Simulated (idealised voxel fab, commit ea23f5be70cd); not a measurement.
Documented hereafter: the process module known as voxel gate over fins.
In the cross-section labelled cut, the width is 235 nm and each square cell is 5 nm.
How to read a cross-section here: the picture is a grid of square cells, written as bands going from the top down, and any band can span one or more rows of cells.
What a band's entry tells you: where the top is and where the bottom is, as heights in nm, and after that what lies inside, material by material from left to right, each with its width in nm. Empty space is written as the word "empty", and a single material marked with the word "throughout" occupies the band from edge to edge.
All heights in this document are referenced to 0, defined as the level beneath which the wafer, as received, consists entirely of one material. The lowest band is not bounded below; it extends indefinitely downward and is written in the form "0 down".
So if you see something like "30 to 40" for the width, read it as the top row of the band sitting at the first number and the bottom row at the second, with every row in between moving by the same amount as the last.
When a step is marked "nothing was modified", none of the cells in the cross-section changed during that step.
Listed in "Sealed void inventory": every empty space of 8 or more cells without an open way to the top. Form: width x height at distance, the distance being from the left edge, all in nm.
Formally, on a step line, whatever follows the settings is a remark that the simulator itself makes on the step.
overlay nm, on a step with a mask: how far to the right of its planned place the mask lay; to the left if negative
## Listed below are the process steps as planned
1: RECEIVE (material Si)
2: CONFORMAL_DEP (material SiN; thk nm 5)
3: PATTERN (tone cover; mask id FINS; material resist; width nm 15; pitch nm 50; thk nm 20; overlay nm 0)
4: DIRECTIONAL_ETCH (etch materials SiN; depth nm 5)
5: DIRECTIONAL_ETCH (etch materials Si; depth nm 30)
6: STRIP (etch materials resist)
7: FILL_DEP (material SiO2; thk nm 5)
8: CMP (height nm 5)
9: PATTERN (tone open; mask id RAIL; material resist; width nm 15; thk nm 20; overlay nm 0)
10: DIRECTIONAL_ETCH (etch materials SiO2; depth nm 30)
11: STRIP (etch materials resist)
12: CONFORMAL_DEP (material TiN; thk nm 5)
13: FILL_DEP (material Ru; thk nm 5)
14: CMP (height nm 5)
15: SELECTIVE_ETCH (etch materials W Ru TiN; depth nm 20)
16: FILL_DEP (material SiO2; thk nm 5)
17: CMP (height nm 5)
18: SELECTIVE_ETCH (etch materials SiO2; depth nm 15)
19: STRIP (etch materials SiN)
20: CONFORMAL_DEP (material HfO2; thk nm 5)
21: CONFORMAL_DEP (material TiN; thk nm 5)
22: CONFORMAL_DEP (material TiAl; thk nm 5)
23: CONFORMAL_DEP (material TiN; thk nm 5)
24: FILL_DEP (material W; thk nm 15)
25: CMP (height nm 30)
26: CONFORMAL_DEP (material SiN; thk nm 10)
## Delivered wafer in cross-section: state after step 1
- 0 down  Si throughout
- Sealed void inventory: none
## First of two wafers, end-of-module section, run followed plan
- 40 to 30  SiN throughout
- 30 to 20  W throughout
- 20 to 15  65 W | 105 TiN | 65 W
- 15 to 10  65 W | 5 TiN | 45 TiAl | 5 TiN | 45 TiAl | 5 TiN | 65 W
- 10 to 5  70 TiN | 5 TiAl | 35 TiN | 5 TiAl | 5 TiN | 5 TiAl | 35 TiN | 5 TiAl | 70 TiN
- 5 to 0  75 TiAl | 5 TiN | 25 HfO2 | 5 TiN | 15 TiAl | 5 TiN | 25 HfO2 | 5 TiN | 75 TiAl
- 0 to -5  80 TiN | 5 HfO2 | 15 Si | 5 HfO2 | 25 TiN | 5 HfO2 | 15 Si | 5 HfO2 | 80 TiN
- -5 to -10  85 HfO2 | 15 Si | 35 HfO2 | 15 Si | 85 HfO2
- -10 to -15  85 SiO2 | 15 Si | 35 SiO2 | 15 Si | 85 SiO2
- -15 to -20  85 SiO2 | 15 Si | 10 SiO2 | 5 TiN | 5 Ru | 5 TiN | 10 SiO2 | 15 Si | 85 SiO2
- -20 to -25  85 SiO2 | 15 Si | 10 SiO2 | 15 TiN | 10 SiO2 | 15 Si | 85 SiO2
- -25 to -30  85 SiO2 | 15 Si | 35 SiO2 | 15 Si | 85 SiO2
- -30 down  Si throughout
- Sealed void inventory: none
## Cross-section of the latter of the two wafers at module completion. It had an identical start and an identical plan to the former; in running it, one mistake was made
- 40 to 30  SiN throughout
- 30 to 25  W throughout
- 25 to 20  90 W | 55 TiN | 90 W
- 20 to 15  65 W | 30 TiN | 45 TiAl | 30 TiN | 65 W
- 15 to 10  65 W | 5 TiN | 30 TiAl | 35 TiN | 30 TiAl | 5 TiN | 65 W
- 10 to 5  70 TiN | 5 TiAl | 30 TiN | 25 HfO2 | 30 TiN | 5 TiAl | 70 TiN
- 5 to 0  75 TiAl | 5 TiN | 75 HfO2 | 5 TiN | 75 TiAl
- 0 to -5  80 TiN | 5 HfO2 | 15 Si | 35 HfO2 | 15 Si | 5 HfO2 | 80 TiN
- -5 to -10  85 HfO2 | 15 Si | 35 HfO2 | 15 Si | 85 HfO2
- -10 to -15  85 SiO2 | 15 Si | 10 SiO2 | 15 HfO2 | 10 SiO2 | 15 Si | 85 SiO2
- -15 to -20  85 SiO2 | 15 Si | 10 SiO2 | 5 TiN | 5 Ru | 5 TiN | 10 SiO2 | 15 Si | 85 SiO2
- -20 to -25  85 SiO2 | 15 Si | 10 SiO2 | 15 TiN | 10 SiO2 | 15 Si | 85 SiO2
- -25 to -30  85 SiO2 | 15 Si | 35 SiO2 | 15 Si | 85 SiO2
- -30 down  Si throughout
- Sealed void inventory: none
Where did the run depart from the plan? planned and actual differ for step 16; actual: FILL_DEP (material HfO2; thk nm 5)
It is noted that, at the conclusion of processing, the second wafer exhibits a higher or lower cell count for certain materials relative to the first: 18 more of HfO2, 3 fewer of SiO2, 2 fewer of TiAl, 2 fewer of TiN, 11 fewer of W
